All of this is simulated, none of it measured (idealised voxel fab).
process module | voxel gate over fins
Cross-section cut: width 205 nm, square cells of 5 nm.
A cross-section in this document is a grid of square cells, and it is written down as bands, the top band listed before the ones below it; a band is made up of one or more rows of cells. Band entry format. Leading values: height of top, height of bottom, nm. Remainder: materials in left-to-right order, each with its width in nm. Special words: "everywhere" on a single material, which then fills the band edge to edge; "blank", empty space. Height is counted from the level 0, under which the received wafer is composed throughout of one material. The lowest of the bands is not closed at the bottom but continues downward, in the notation "0 -> down". Width "30..40": first value at the band's top row of cells, second value at its bottom row, equal change from row to row. "no change occurred" means the step left every cell of the cross-section as it was. This entry, "Sealed cavities", enumerates those empty regions of no fewer than 8 cells that possess no open connection to the top. Each region is reported in the form width x height at distance, the distance being taken from the left edge, with all three quantities expressed in nm. What comes after the settings on a step's line is commentary from the simulator itself on that step. You can add "overlay nm" to a step's line. For a step with a mask, it describes how far the mask lay to the right of its planned position, and a negative number describes a lay to the left. Each of the pairs that make up the rest of this document says: here is the cross-section before one process step, here is the cross-section after it, drawn only down to the lowest band that changed, and here, under the pair, is the step lying between them with its settings. Different pairs may come from different runs of this module on the same starting wafer, so a pair continues from the pair above it only where its entry headed "Ex-ante state" says so.
-- Ex-ante state
* 0 -> down  Si everywhere
* Sealed cavities: none
-- Sectional Result
* 5 -> 0  SiN everywhere
* Beneath the level 0, the cross-section is identical to its previous state.
* Sealed cavities: none
The step that takes the structure from the upper cross-section to the lower one is CONFORMAL_DEP: material SiN, thk nm 5
Ex-ante state: It is represented by the cross-section appearing after the step of the pair directly above.
-- Sectional Result
* 20 -> 5  aC everywhere
* Beneath the level 5, the cross-section is identical to its previous state.
* Sealed cavities: none
The step that takes the structure from the upper cross-section to the lower one is DIRECTIONAL_DEP: material aC, thk nm 15
Ex-ante state: It is represented by the cross-section appearing after the step of the pair directly above.
-- Sectional Result
* 50 -> 20  35 of blank / 15 of resist / 25 of blank / 15 of resist / 25 of blank / 15 of resist / 25 of blank / 15 of resist / 35 of blank
* Beneath the level 20, the cross-section is identical to its previous state.
* Sealed cavities: none
The step that takes the structure from the upper cross-section to the lower one is PATTERN: tone cover, mask id FINS, material resist, width nm 15, pitch nm 40, thk nm 30, overlay nm 0
Ex-ante state: It is represented by the cross-section appearing after the step of the pair directly above.
-- Sectional Result
* 35 -> 20  35 of blank / 15 of resist / 25 of blank / 15 of resist / 25 of blank / 15 of resist / 25 of blank / 15 of resist / 35 of blank
* 20 -> 5  35 of blank / 15 of aC / 25 of blank / 15 of aC / 25 of blank / 15 of aC / 25 of blank / 15 of aC / 35 of blank
* Beneath the level 5, the cross-section is identical to its previous state.
* Sealed cavities: none
The step that takes the structure from the upper cross-section to the lower one is DIRECTIONAL_ETCH: etch materials aC, depth nm 15
Ex-ante state: It is represented by the cross-section appearing after the step of the pair directly above.
-- Sectional Result
* 20 -> 5  35 of blank / 15 of aC / 25 of blank / 15 of aC / 25 of blank / 15 of aC / 25 of blank / 15 of aC / 35 of blank
* Beneath the level 5, the cross-section is identical to its previous state.
* Sealed cavities: none
The step that takes the structure from the upper cross-section to the lower one is STRIP: etch materials resist
Ex-ante state: It is represented by the cross-section appearing after the step of the pair directly above.
-- Sectional Result
* 20 -> 5  35 of blank / 15 of aC / 25 of blank / 15 of aC / 25 of blank / 15 of aC / 25 of blank / 15 of aC / 35 of blank
* 5 -> 0  35 of blank / 15 of SiN / 25 of blank / 15 of SiN / 25 of blank / 15 of SiN / 25 of blank / 15 of SiN / 35 of blank
* Beneath the level 0, the cross-section is identical to its previous state.
* Sealed cavities: none
The step that takes the structure from the upper cross-section to the lower one is DIRECTIONAL_ETCH: etch materials SiN, depth nm 5
Ex-ante state: It is represented by the cross-section appearing after the step of the pair directly above.
-- Sectional Result
* 20 -> 5  35 of blank / 15 of aC / 25 of blank / 15 of aC / 25 of blank / 15 of aC / 25 of blank / 15 of aC / 35 of blank
* 5 -> 0  35 of blank / 15 of SiN / 25 of blank / 15 of SiN / 25 of blank / 15 of SiN / 25 of blank / 15 of SiN / 35 of blank
* 0 -> -30  35 of blank / 15 of Si / 25 of blank / 15 of Si / 25 of blank / 15 of Si / 25 of blank / 15 of Si / 35 of blank
* Beneath the level -30, the cross-section is identical to its previous state.
* Sealed cavities: none
The step that takes the structure from the upper cross-section to the lower one is DIRECTIONAL_ETCH: etch materials Si, depth nm 30
Ex-ante state: It is represented by the cross-section appearing after the step of the pair directly above.
-- Sectional Result
* 5 -> 0  35 of blank / 15 of SiN / 25 of blank / 15 of SiN / 25 of blank / 15 of SiN / 25 of blank / 15 of SiN / 35 of blank
* Beneath the level 0, the cross-section is identical to its previous state.
* Sealed cavities: none
The step that takes the structure from the upper cross-section to the lower one is STRIP: etch materials aC
Ex-ante state: It is represented by the cross-section appearing after the step of the pair directly above.
-- Sectional Result
* 15 -> 5  SiO2 everywhere
* 5 -> 0  35 of SiO2 / 15 of SiN / 25 of SiO2 / 15 of SiN / 25 of SiO2 / 15 of SiN / 25 of SiO2 / 15 of SiN / 35 of SiO2
* 0 -> -30  35 of SiO2 / 15 of Si / 25 of SiO2 / 15 of Si / 25 of SiO2 / 15 of Si / 25 of SiO2 / 15 of Si / 35 of SiO2
* Beneath the level -30, the cross-section is identical to its previous state.
* Sealed cavities: none
The step that takes the structure from the upper cross-section to the lower one is FILL_DEP: material SiO2, thk nm 10
Ex-ante state: It is represented by the cross-section appearing after the step of the pair directly above.
-- Sectional Result
* 5 -> 0  35 of SiO2 / 15 of SiN / 25 of SiO2 / 15 of SiN / 25 of SiO2 / 15 of SiN / 25 of SiO2 / 15 of SiN / 35 of SiO2
* Beneath the level 0, the cross-section is identical to its previous state.
* Sealed cavities: none
The step that takes the structure from the upper cross-section to the lower one is CMP: height nm 5
Ex-ante state: It is represented by the cross-section appearing after the step of the pair directly above.
-- Sectional Result
* 5 -> 0  35 of blank / 15 of SiN / 25 of blank / 15 of SiN / 25 of blank / 15 of SiN / 25 of blank / 15 of SiN / 35 of blank
* 0 -> -15  35 of blank / 15 of Si / 25 of blank / 15 of Si / 25 of blank / 15 of Si / 25 of blank / 15 of Si / 35 of blank
* Beneath the level -15, the cross-section is identical to its previous state.
* Sealed cavities: none
The step that takes the structure from the upper cross-section to the lower one is SELECTIVE_ETCH: etch materials SiO2, depth nm 20
Ex-ante state: It is represented by the cross-section appearing after the step of the pair directly above.
-- Sectional Result
* 0 -> -15  35 of blank / 15 of Si / 25 of blank / 15 of Si / 25 of blank / 15 of Si / 25 of blank / 15 of Si / 35 of blank
* Beneath the level -15, the cross-section is identical to its previous state.
* Sealed cavities: none
The step that takes the structure from the upper cross-section to the lower one is STRIP: etch materials SiN
Ex-ante state: It is represented by the cross-section appearing after the step of the pair directly above.
-- Sectional Result
* 5 -> 0  30 of blank / 25 of HfO2 / 15 of blank / 25 of HfO2 / 15 of blank / 25 of HfO2 / 15 of blank / 25 of HfO2 / 30 of blank
* 0 -> -10  30 of blank / 5 of HfO2 / 15 of Si / 5 of HfO2 / 15 of blank / 5 of HfO2 / 15 of Si / 5 of HfO2 / 15 of blank / 5 of HfO2 / 15 of Si / 5 of HfO2 / 15 of blank / 5 of HfO2 / 15 of Si / 5 of HfO2 / 30 of blank
* -10 -> -15  35 of HfO2 / 15 of Si / 25 of HfO2 / 15 of Si / 25 of HfO2 / 15 of Si / 25 of HfO2 / 15 of Si / 35 of HfO2
* Beneath the level -15, the cross-section is identical to its previous state.
* Sealed cavities: none
The step that takes the structure from the upper cross-section to the lower one is CONFORMAL_DEP: material HfO2, thk nm 5
Ex-ante state: It is represented by the cross-section appearing after the step of the pair directly above.
-- Sectional Result
* 10 -> 5  25 of blank / 35 of TiN / 5 of blank / 35 of TiN / 5 of blank / 35 of TiN / 5 of blank / 35 of TiN / 25 of blank
* 5 -> 0  25 of blank / 5 of TiN / 25 of HfO2 / 5 of TiN / 5 of blank / 5 of TiN / 25 of HfO2 / 5 of TiN / 5 of blank / 5 of TiN / 25 of HfO2 / 5 of TiN / 5 of blank / 5 of TiN / 25 of HfO2 / 5 of TiN / 25 of blank
* 0 -> -5  25 of blank / 5 of TiN / 5 of HfO2 / 15 of Si / 5 of HfO2 / 5 of TiN / 5 of blank / 5 of TiN / 5 of HfO2 / 15 of Si / 5 of HfO2 / 5 of TiN / 5 of blank / 5 of TiN / 5 of HfO2 / 15 of Si / 5 of HfO2 / 5 of TiN / 5 of blank / 5 of TiN / 5 of HfO2 / 15 of Si / 5 of HfO2 / 5 of TiN / 25 of blank
* -5 -> -10  30 of TiN / 5 of HfO2 / 15 of Si / 5 of HfO2 / 15 of TiN / 5 of HfO2 / 15 of Si / 5 of HfO2 / 15 of TiN / 5 of HfO2 / 15 of Si / 5 of HfO2 / 15 of TiN / 5 of HfO2 / 15 of Si / 5 of HfO2 / 30 of TiN
* Beneath the level -10, the cross-section is identical to its previous state.
* Sealed cavities: none
The step that takes the structure from the upper cross-section to the lower one is CONFORMAL_DEP: material TiN, thk nm 5
Ex-ante state: It is represented by the cross-section appearing after the step of the pair directly above.
-- Sectional Result
* 15 -> 10  20 of blank / 165 of TiAl / 20 of blank
* 10 -> 5  20 of blank / 5 of TiAl / 35 of TiN / 5 of TiAl / 35 of TiN / 5 of TiAl / 35 of TiN / 5 of TiAl / 35 of TiN / 5 of TiAl / 20 of blank
* 5 -> 0  20 of blank / 5 of TiAl / 5 of TiN / 25 of HfO2 / 5 of TiN / 5 of TiAl / 5 of TiN / 25 of HfO2 / 5 of TiN / 5 of TiAl / 5 of TiN / 25 of HfO2 / 5 of TiN / 5 of TiAl / 5 of TiN / 25 of HfO2 / 5 of TiN / 5 of TiAl / 20 of blank
* 0 -> -5  25 of TiAl / 5 of TiN / 5 of HfO2 / 15 of Si / 5 of HfO2 / 5 of TiN / 5 of TiAl / 5 of TiN / 5 of HfO2 / 15 of Si / 5 of HfO2 / 5 of TiN / 5 of TiAl / 5 of TiN / 5 of HfO2 / 15 of Si / 5 of HfO2 / 5 of TiN / 5 of TiAl / 5 of TiN / 5 of HfO2 / 15 of Si / 5 of HfO2 / 5 of TiN / 25 of TiAl
* Beneath the level -5, the cross-section is identical to its previous state.
* Sealed cavities: none
The step that takes the structure from the upper cross-section to the lower one is CONFORMAL_DEP: material TiAl, thk nm 5
Ex-ante state: It is represented by the cross-section appearing after the step of the pair directly above.
-- Sectional Result
* 20 -> 15  15 of blank / 175 of TiN / 15 of blank
* 15 -> 10  15 of blank / 5 of TiN / 165 of TiAl / 5 of TiN / 15 of blank
* 10 -> 5  15 of blank / 5 of TiN / 5 of TiAl / 35 of TiN / 5 of TiAl / 35 of TiN / 5 of TiAl / 35 of TiN / 5 of TiAl / 35 of TiN / 5 of TiAl / 5 of TiN / 15 of blank
* 5 -> 0  20 of TiN / 5 of TiAl / 5 of TiN / 25 of HfO2 / 5 of TiN / 5 of TiAl / 5 of TiN / 25 of HfO2 / 5 of TiN / 5 of TiAl / 5 of TiN / 25 of HfO2 / 5 of TiN / 5 of TiAl / 5 of TiN / 25 of HfO2 / 5 of TiN / 5 of TiAl / 20 of TiN
* Beneath the level 0, the cross-section is identical to its previous state.
* Sealed cavities: none
The step that takes the structure from the upper cross-section to the lower one is CONFORMAL_DEP: material TiN, thk nm 5
Ex-ante state: It is represented by the cross-section appearing after the step of the pair directly above.
-- Sectional Result
* 30 -> 20  W everywhere
* 20 -> 15  15 of W / 175 of TiN / 15 of W
* 15 -> 10  15 of W / 5 of TiN / 165 of TiAl / 5 of TiN / 15 of W
* 10 -> 5  15 of W / 5 of TiN / 5 of TiAl / 35 of TiN / 5 of TiAl / 35 of TiN / 5 of TiAl / 35 of TiN / 5 of TiAl / 35 of TiN / 5 of TiAl / 5 of TiN / 15 of W
* Beneath the level 5, the cross-section is identical to its previous state.
* Sealed cavities: none
The step that takes the structure from the upper cross-section to the lower one is FILL_DEP: material W, thk nm 10
Ex-ante state: It is represented by the cross-section appearing after the step of the pair directly above.
-- Sectional Result
* 25 -> 20  W everywhere
* Beneath the level 20, the cross-section is identical to its previous state.
* Sealed cavities: none
The step that takes the structure from the upper cross-section to the lower one is CMP: height nm 25
Ex-ante state: It is represented by the cross-section appearing after the step of the pair directly above.
-- Sectional Result
* 30 -> 25  SiCN everywhere
* Beneath the level 25, the cross-section is identical to its previous state.
* Sealed cavities: none
The step that takes the structure from the upper cross-section to the lower one is CONFORMAL_DEP: material SiCN, thk nm 5
-- Ex-ante state
* 5 -> 0  30 of blank / 25 of HfO2 / 15 of blank / 25 of HfO2 / 15 of blank / 25 of HfO2 / 15 of blank / 25 of HfO2 / 30 of blank
* 0 -> -10  30 of blank / 5 of HfO2 / 15 of Si / 5 of HfO2 / 15 of blank / 5 of HfO2 / 15 of Si / 5 of HfO2 / 15 of blank / 5 of HfO2 / 15 of Si / 5 of HfO2 / 15 of blank / 5 of HfO2 / 15 of Si / 5 of HfO2 / 30 of blank
* -10 -> -15  35 of HfO2 / 15 of Si / 25 of HfO2 / 15 of Si / 25 of HfO2 / 15 of Si / 25 of HfO2 / 15 of Si / 35 of HfO2
* -15 -> -30  35 of SiO2 / 15 of Si / 25 of SiO2 / 15 of Si / 25 of SiO2 / 15 of Si / 25 of SiO2 / 15 of Si / 35 of SiO2
* -30 -> down  Si everywhere
* Sealed cavities: none
-- Sectional Result
* 10 -> 5  25 of blank / 35 of TiAl / 5 of blank / 35 of TiAl / 5 of blank / 35 of TiAl / 5 of blank / 35 of TiAl / 25 of blank
* 5 -> 0  25 of blank / 5 of TiAl / 25 of HfO2 / 5 of TiAl / 5 of blank / 5 of TiAl / 25 of HfO2 / 5 of TiAl / 5 of blank / 5 of TiAl / 25 of HfO2 / 5 of TiAl / 5 of blank / 5 of TiAl / 25 of HfO2 / 5 of TiAl / 25 of blank
* 0 -> -5  25 of blank / 5 of TiAl / 5 of HfO2 / 15 of Si / 5 of HfO2 / 5 of TiAl / 5 of blank / 5 of TiAl / 5 of HfO2 / 15 of Si / 5 of HfO2 / 5 of TiAl / 5 of blank / 5 of TiAl / 5 of HfO2 / 15 of Si / 5 of HfO2 / 5 of TiAl / 5 of blank / 5 of TiAl / 5 of HfO2 / 15 of Si / 5 of HfO2 / 5 of TiAl / 25 of blank
* -5 -> -10  30 of TiAl / 5 of HfO2 / 15 of Si / 5 of HfO2 / 15 of TiAl / 5 of HfO2 / 15 of Si / 5 of HfO2 / 15 of TiAl / 5 of HfO2 / 15 of Si / 5 of HfO2 / 15 of TiAl / 5 of HfO2 / 15 of Si / 5 of HfO2 / 30 of TiAl
* Beneath the level -10, the cross-section is identical to its previous state.
* Sealed cavities: none
The step that takes the structure from the upper cross-section to the lower one is CONFORMAL_DEP: material TiAl, thk nm 5
Ex-ante state: It is represented by the cross-section appearing after the step of the pair directly above.
-- Sectional Result
* 15 -> 10  20 of blank / 165 of TiN / 20 of blank
* 10 -> 5  20 of blank / 5 of TiN / 35 of TiAl / 5 of TiN / 35 of TiAl / 5 of TiN / 35 of TiAl / 5 of TiN / 35 of TiAl / 5 of TiN / 20 of blank
* 5 -> 0  20 of blank / 5 of TiN / 5 of TiAl / 25 of HfO2 / 5 of TiAl / 5 of TiN / 5 of TiAl / 25 of HfO2 / 5 of TiAl / 5 of TiN / 5 of TiAl / 25 of HfO2 / 5 of TiAl / 5 of TiN / 5 of TiAl / 25 of HfO2 / 5 of TiAl / 5 of TiN / 20 of blank
* 0 -> -5  25 of TiN / 5 of TiAl / 5 of HfO2 / 15 of Si / 5 of HfO2 / 5 of TiAl / 5 of TiN / 5 of TiAl / 5 of HfO2 / 15 of Si / 5 of HfO2 / 5 of TiAl / 5 of TiN / 5 of TiAl / 5 of HfO2 / 15 of Si / 5 of HfO2 / 5 of TiAl / 5 of TiN / 5 of TiAl / 5 of HfO2 / 15 of Si / 5 of HfO2 / 5 of TiAl / 25 of TiN
* Beneath the level -5, the cross-section is identical to its previous state.
* Sealed cavities: none
The step that takes the structure from the upper cross-section to the lower one is CONFORMAL_DEP: material TiN, thk nm 5
Ex-ante state: It is represented by the cross-section appearing after the step of the pair directly above.
-- Sectional Result
* 25 -> 15  W everywhere
* 15 -> 10  20 of W / 165 of TiN / 20 of W
* 10 -> 5  20 of W / 5 of TiN / 35 of TiAl / 5 of TiN / 35 of TiAl / 5 of TiN / 35 of TiAl / 5 of TiN / 35 of TiAl / 5 of TiN / 20 of W
* 5 -> 0  20 of W / 5 of TiN / 5 of TiAl / 25 of HfO2 / 5 of TiAl / 5 of TiN / 5 of TiAl / 25 of HfO2 / 5 of TiAl / 5 of TiN / 5 of TiAl / 25 of HfO2 / 5 of TiAl / 5 of TiN / 5 of TiAl / 25 of HfO2 / 5 of TiAl / 5 of TiN / 20 of W
* Beneath the level 0, the cross-section is identical to its previous state.
* Sealed cavities: none
The step that takes the structure from the upper cross-section to the lower one is FILL_DEP: material W, thk nm 10
Ex-ante state: It is represented by the cross-section appearing after the step of the pair directly above.
-- Sectional Result
* 30 -> 25  SiCN everywhere
* Beneath the level 25, the cross-section is identical to its previous state.
* Sealed cavities: none
The step that takes the structure from the upper cross-section to the lower one is CONFORMAL_DEP: material SiCN, thk nm 5
-- Ex-ante state
* 20 -> 5  35 of blank / 15 of aC / 25 of blank / 15 of aC / 25 of blank / 15 of aC / 25 of blank / 15 of aC / 35 of blank
* 5 -> 0  35 of blank / 15 of SiN / 25 of blank / 15 of SiN / 25 of blank / 15 of SiN / 25 of blank / 15 of SiN / 35 of blank
* 0 -> -30  35 of blank / 15 of Si / 25 of blank / 15 of Si / 25 of blank / 15 of Si / 25 of blank / 15 of Si / 35 of blank
* -30 -> down  Si everywhere
* Sealed cavities: none
-- Sectional Result
* 20 -> 5  35 of blank / 15 of aC / 25 of blank / 15 of aC / 25 of blank / 15 of aC / 25 of blank / 15 of aC / 35 of blank
* 5 -> 0  35 of blank / 15 of SiN / 25 of blank / 15 of SiN / 25 of blank / 15 of SiN / 25 of blank / 15 of SiN / 35 of blank
* 0 -> -60  35 of blank / 15 of Si / 25 of blank / 15 of Si / 25 of blank / 15 of Si / 25 of blank / 15 of Si / 35 of blank
* Beneath the level -60, the cross-section is identical to its previous state.
* Sealed cavities: none
The step that takes the structure from the upper cross-section to the lower one is DIRECTIONAL_ETCH: etch materials Si, depth nm 30
Ex-ante state: It is represented by the cross-section appearing after the step of the pair directly above.
-- Sectional Result
* 5 -> 0  35 of blank / 15 of SiN / 25 of blank / 15 of SiN / 25 of blank / 15 of SiN / 25 of blank / 15 of SiN / 35 of blank
* Beneath the level 0, the cross-section is identical to its previous state.
* Sealed cavities: none
The step that takes the structure from the upper cross-section to the lower one is STRIP: etch materials aC
Ex-ante state: It is represented by the cross-section appearing after the step of the pair directly above.
-- Sectional Result
* 15 -> 5  SiO2 everywhere
* 5 -> 0  35 of SiO2 / 15 of SiN / 25 of SiO2 / 15 of SiN / 25 of SiO2 / 15 of SiN / 25 of SiO2 / 15 of SiN / 35 of SiO2
* 0 -> -60  35 of SiO2 / 15 of Si / 25 of SiO2 / 15 of Si / 25 of SiO2 / 15 of Si / 25 of SiO2 / 15 of Si / 35 of SiO2
* Beneath the level -60, the cross-section is identical to its previous state.
* Sealed cavities: none
The step that takes the structure from the upper cross-section to the lower one is FILL_DEP: material SiO2, thk nm 10
Ex-ante state: It is represented by the cross-section appearing after the step of the pair directly above.
-- Sectional Result
* 5 -> 0  35 of SiO2 / 15 of SiN / 25 of SiO2 / 15 of SiN / 25 of SiO2 / 15 of SiN / 25 of SiO2 / 15 of SiN / 35 of SiO2
* Beneath the level 0, the cross-section is identical to its previous state.
* Sealed cavities: none
The step that takes the structure from the upper cross-section to the lower one is CMP: height nm 5
Ex-ante state: It is represented by the cross-section appearing after the step of the pair directly above.
-- Sectional Result
* 5 -> 0  35 of blank / 15 of SiN / 25 of blank / 15 of SiN / 25 of blank / 15 of SiN / 25 of blank / 15 of SiN / 35 of blank
* 0 -> -15  35 of blank / 15 of Si / 25 of blank / 15 of Si / 25 of blank / 15 of Si / 25 of blank / 15 of Si / 35 of blank
* Beneath the level -15, the cross-section is identical to its previous state.
* Sealed cavities: none
The step that takes the structure from the upper cross-section to the lower one is SELECTIVE_ETCH: etch materials SiO2, depth nm 20
Ex-ante state: It is represented by the cross-section appearing after the step of the pair directly above.
-- Sectional Result
* 0 -> -15  35 of blank / 15 of Si / 25 of blank / 15 of Si / 25 of blank / 15 of Si / 25 of blank / 15 of Si / 35 of blank
* Beneath the level -15, the cross-section is identical to its previous state.
* Sealed cavities: none
The step that takes the structure from the upper cross-section to the lower one is STRIP: etch materials SiN
Ex-ante state: It is represented by the cross-section appearing after the step of the pair directly above.
-- Sectional Result
* 5 -> 0  30 of blank / 25 of HfO2 / 15 of blank / 25 of HfO2 / 15 of blank / 25 of HfO2 / 15 of blank / 25 of HfO2 / 30 of blank
* 0 -> -10  30 of blank / 5 of HfO2 / 15 of Si / 5 of HfO2 / 15 of blank / 5 of HfO2 / 15 of Si / 5 of HfO2 / 15 of blank / 5 of HfO2 / 15 of Si / 5 of HfO2 / 15 of blank / 5 of HfO2 / 15 of Si / 5 of HfO2 / 30 of blank
* -10 -> -15  35 of HfO2 / 15 of Si / 25 of HfO2 / 15 of Si / 25 of HfO2 / 15 of Si / 25 of HfO2 / 15 of Si / 35 of HfO2
* Beneath the level -15, the cross-section is identical to its previous state.
* Sealed cavities: none
The step that takes the structure from the upper cross-section to the lower one is CONFORMAL_DEP: material HfO2, thk nm 5
Ex-ante state: It is represented by the cross-section appearing after the step of the pair directly above.
-- Sectional Result
* 10 -> 5  25 of blank / 35 of TiN / 5 of blank / 35 of TiN / 5 of blank / 35 of TiN / 5 of blank / 35 of TiN / 25 of blank
* 5 -> 0  25 of blank / 5 of TiN / 25 of HfO2 / 5 of TiN / 5 of blank / 5 of TiN / 25 of HfO2 / 5 of TiN / 5 of blank / 5 of TiN / 25 of HfO2 / 5 of TiN / 5 of blank / 5 of TiN / 25 of HfO2 / 5 of TiN / 25 of blank
* 0 -> -5  25 of blank / 5 of TiN / 5 of HfO2 / 15 of Si / 5 of HfO2 / 5 of TiN / 5 of blank / 5 of TiN / 5 of HfO2 / 15 of Si / 5 of HfO2 / 5 of TiN / 5 of blank / 5 of TiN / 5 of HfO2 / 15 of Si / 5 of HfO2 / 5 of TiN / 5 of blank / 5 of TiN / 5 of HfO2 / 15 of Si / 5 of HfO2 / 5 of TiN / 25 of blank
* -5 -> -10  30 of TiN / 5 of HfO2 / 15 of Si / 5 of HfO2 / 15 of TiN / 5 of HfO2 / 15 of Si / 5 of HfO2 / 15 of TiN / 5 of HfO2 / 15 of Si / 5 of HfO2 / 15 of TiN / 5 of HfO2 / 15 of Si / 5 of HfO2 / 30 of TiN
* Beneath the level -10, the cross-section is identical to its previous state.
* Sealed cavities: none
The step that takes the structure from the upper cross-section to the lower one is CONFORMAL_DEP: material TiN, thk nm 5
Ex-ante state: It is represented by the cross-section appearing after the step of the pair directly above.
-- Sectional Result
* 15 -> 10  20 of blank / 165 of TiAl / 20 of blank
* 10 -> 5  20 of blank / 5 of TiAl / 35 of TiN / 5 of TiAl / 35 of TiN / 5 of TiAl / 35 of TiN / 5 of TiAl / 35 of TiN / 5 of TiAl / 20 of blank
* 5 -> 0  20 of blank / 5 of TiAl / 5 of TiN / 25 of HfO2 / 5 of TiN / 5 of TiAl / 5 of TiN / 25 of HfO2 / 5 of TiN / 5 of TiAl / 5 of TiN / 25 of HfO2 / 5 of TiN / 5 of TiAl / 5 of TiN / 25 of HfO2 / 5 of TiN / 5 of TiAl / 20 of blank
* 0 -> -5  25 of TiAl / 5 of TiN / 5 of HfO2 / 15 of Si / 5 of HfO2 / 5 of TiN / 5 of TiAl / 5 of TiN / 5 of HfO2 / 15 of Si / 5 of HfO2 / 5 of TiN / 5 of TiAl / 5 of TiN / 5 of HfO2 / 15 of Si / 5 of HfO2 / 5 of TiN / 5 of TiAl / 5 of TiN / 5 of HfO2 / 15 of Si / 5 of HfO2 / 5 of TiN / 25 of TiAl
* Beneath the level -5, the cross-section is identical to its previous state.
* Sealed cavities: none
The step that takes the structure from the upper cross-section to the lower one is CONFORMAL_DEP: material TiAl, thk nm 5
Ex-ante state: It is represented by the cross-section appearing after the step of the pair directly above.
-- Sectional Result
* 20 -> 15  15 of blank / 175 of TiN / 15 of blank
* 15 -> 10  15 of blank / 5 of TiN / 165 of TiAl / 5 of TiN / 15 of blank
* 10 -> 5  15 of blank / 5 of TiN / 5 of TiAl / 35 of TiN / 5 of TiAl / 35 of TiN / 5 of TiAl / 35 of TiN / 5 of TiAl / 35 of TiN / 5 of TiAl / 5 of TiN / 15 of blank
* 5 -> 0  20 of TiN / 5 of TiAl / 5 of TiN / 25 of HfO2 / 5 of TiN / 5 of TiAl / 5 of TiN / 25 of HfO2 / 5 of TiN / 5 of TiAl / 5 of TiN / 25 of HfO2 / 5 of TiN / 5 of TiAl / 5 of TiN / 25 of HfO2 / 5 of TiN / 5 of TiAl / 20 of TiN
* Beneath the level 0, the cross-section is identical to its previous state.
* Sealed cavities: none
The step that takes the structure from the upper cross-section to the lower one is CONFORMAL_DEP: material TiN, thk nm 5
Ex-ante state: It is represented by the cross-section appearing after the step of the pair directly above.
-- Sectional Result
* 30 -> 20  W everywhere
* 20 -> 15  15 of W / 175 of TiN / 15 of W
* 15 -> 10  15 of W / 5 of TiN / 165 of TiAl / 5 of TiN / 15 of W
* 10 -> 5  15 of W / 5 of TiN / 5 of TiAl / 35 of TiN / 5 of TiAl / 35 of TiN / 5 of TiAl / 35 of TiN / 5 of TiAl / 35 of TiN / 5 of TiAl / 5 of TiN / 15 of W
* Beneath the level 5, the cross-section is identical to its previous state.
* Sealed cavities: none
The step that takes the structure from the upper cross-section to the lower one is FILL_DEP: material W, thk nm 10
Ex-ante state: It is represented by the cross-section appearing after the step of the pair directly above.
-- Sectional Result
* 25 -> 20  W everywhere
* Beneath the level 20, the cross-section is identical to its previous state.
* Sealed cavities: none
The step that takes the structure from the upper cross-section to the lower one is CMP: height nm 25
Ex-ante state: It is represented by the cross-section appearing after the step of the pair directly above.
-- Sectional Result
* 30 -> 25  SiCN everywhere
* Beneath the level 25, the cross-section is identical to its previous state.
* Sealed cavities: none
The step that takes the structure from the upper cross-section to the lower one is CONFORMAL_DEP: material SiCN, thk nm 5
-- Ex-ante state
* 10 -> 5  25 of blank / 35 of TiN / 5 of blank / 35 of TiN / 5 of blank / 35 of TiN / 5 of blank / 35 of TiN / 25 of blank
* 5 -> 0  25 of blank / 5 of TiN / 25 of HfO2 / 5 of TiN / 5 of blank / 5 of TiN / 25 of HfO2 / 5 of TiN / 5 of blank / 5 of TiN / 25 of HfO2 / 5 of TiN / 5 of blank / 5 of TiN / 25 of HfO2 / 5 of TiN / 25 of blank
* 0 -> -5  25 of blank / 5 of TiN / 5 of HfO2 / 15 of Si / 5 of HfO2 / 5 of TiN / 5 of blank / 5 of TiN / 5 of HfO2 / 15 of Si / 5 of HfO2 / 5 of TiN / 5 of blank / 5 of TiN / 5 of HfO2 / 15 of Si / 5 of HfO2 / 5 of TiN / 5 of blank / 5 of TiN / 5 of HfO2 / 15 of Si / 5 of HfO2 / 5 of TiN / 25 of blank
* -5 -> -10  30 of TiN / 5 of HfO2 / 15 of Si / 5 of HfO2 / 15 of TiN / 5 of HfO2 / 15 of Si / 5 of HfO2 / 15 of TiN / 5 of HfO2 / 15 of Si / 5 of HfO2 / 15 of TiN / 5 of HfO2 / 15 of Si / 5 of HfO2 / 30 of TiN
* -10 -> -15  35 of HfO2 / 15 of Si / 25 of HfO2 / 15 of Si / 25 of HfO2 / 15 of Si / 25 of HfO2 / 15 of Si / 35 of HfO2
* -15 -> -30  35 of SiO2 / 15 of Si / 25 of SiO2 / 15 of Si / 25 of SiO2 / 15 of Si / 25 of SiO2 / 15 of Si / 35 of SiO2
* -30 -> down  Si everywhere
* Sealed cavities: none
-- Sectional Result
* 15 -> 5  20 of blank / 165 of TiN / 20 of blank
* 5 -> 0  20 of blank / 10 of TiN / 25 of HfO2 / 15 of TiN / 25 of HfO2 / 15 of TiN / 25 of HfO2 / 15 of TiN / 25 of HfO2 / 10 of TiN / 20 of blank
* 0 -> -10  30 of TiN / 5 of HfO2 / 15 of Si / 5 of HfO2 / 15 of TiN / 5 of HfO2 / 15 of Si / 5 of HfO2 / 15 of TiN / 5 of HfO2 / 15 of Si / 5 of HfO2 / 15 of TiN / 5 of HfO2 / 15 of Si / 5 of HfO2 / 30 of TiN
* Beneath the level -10, the cross-section is identical to its previous state.
* Sealed cavities: none
The step that takes the structure from the upper cross-section to the lower one is CONFORMAL_DEP: material TiN, thk nm 5
Ex-ante state: It is represented by the cross-section appearing after the step of the pair directly above.
-- Sectional Result
* 20 -> 15  15 of blank / 175 of TiAl / 15 of blank
* 15 -> 5  15 of blank / 5 of TiAl / 165 of TiN / 5 of TiAl / 15 of blank
* 5 -> 0  20 of TiAl / 10 of TiN / 25 of HfO2 / 15 of TiN / 25 of HfO2 / 15 of TiN / 25 of HfO2 / 15 of TiN / 25 of HfO2 / 10 of TiN / 20 of TiAl
* Beneath the level 0, the cross-section is identical to its previous state.
* Sealed cavities: none
The step that takes the structure from the upper cross-section to the lower one is CONFORMAL_DEP: material TiAl, thk nm 5
Ex-ante state: It is represented by the cross-section appearing after the step of the pair directly above.
-- Sectional Result
* 30 -> 20  W everywhere
* 20 -> 15  15 of W / 175 of TiAl / 15 of W
* 15 -> 5  15 of W / 5 of TiAl / 165 of TiN / 5 of TiAl / 15 of W
* Beneath the level 5, the cross-section is identical to its previous state.
* Sealed cavities: none
The step that takes the structure from the upper cross-section to the lower one is FILL_DEP: material W, thk nm 10
Ex-ante state: It is represented by the cross-section appearing after the step of the pair directly above.
-- Sectional Result
* 25 -> 20  W everywhere
* Beneath the level 20, the cross-section is identical to its previous state.
* Sealed cavities: none
The step that takes the structure from the upper cross-section to the lower one is CMP: height nm 25
Ex-ante state: It is represented by the cross-section appearing after the step of the pair directly above.
-- Sectional Result
* 30 -> 25  SiCN everywhere
* Beneath the level 25, the cross-section is identical to its previous state.
* Sealed cavities: none
The step that takes the structure from the upper cross-section to the lower one is CONFORMAL_DEP: material SiCN, thk nm 5
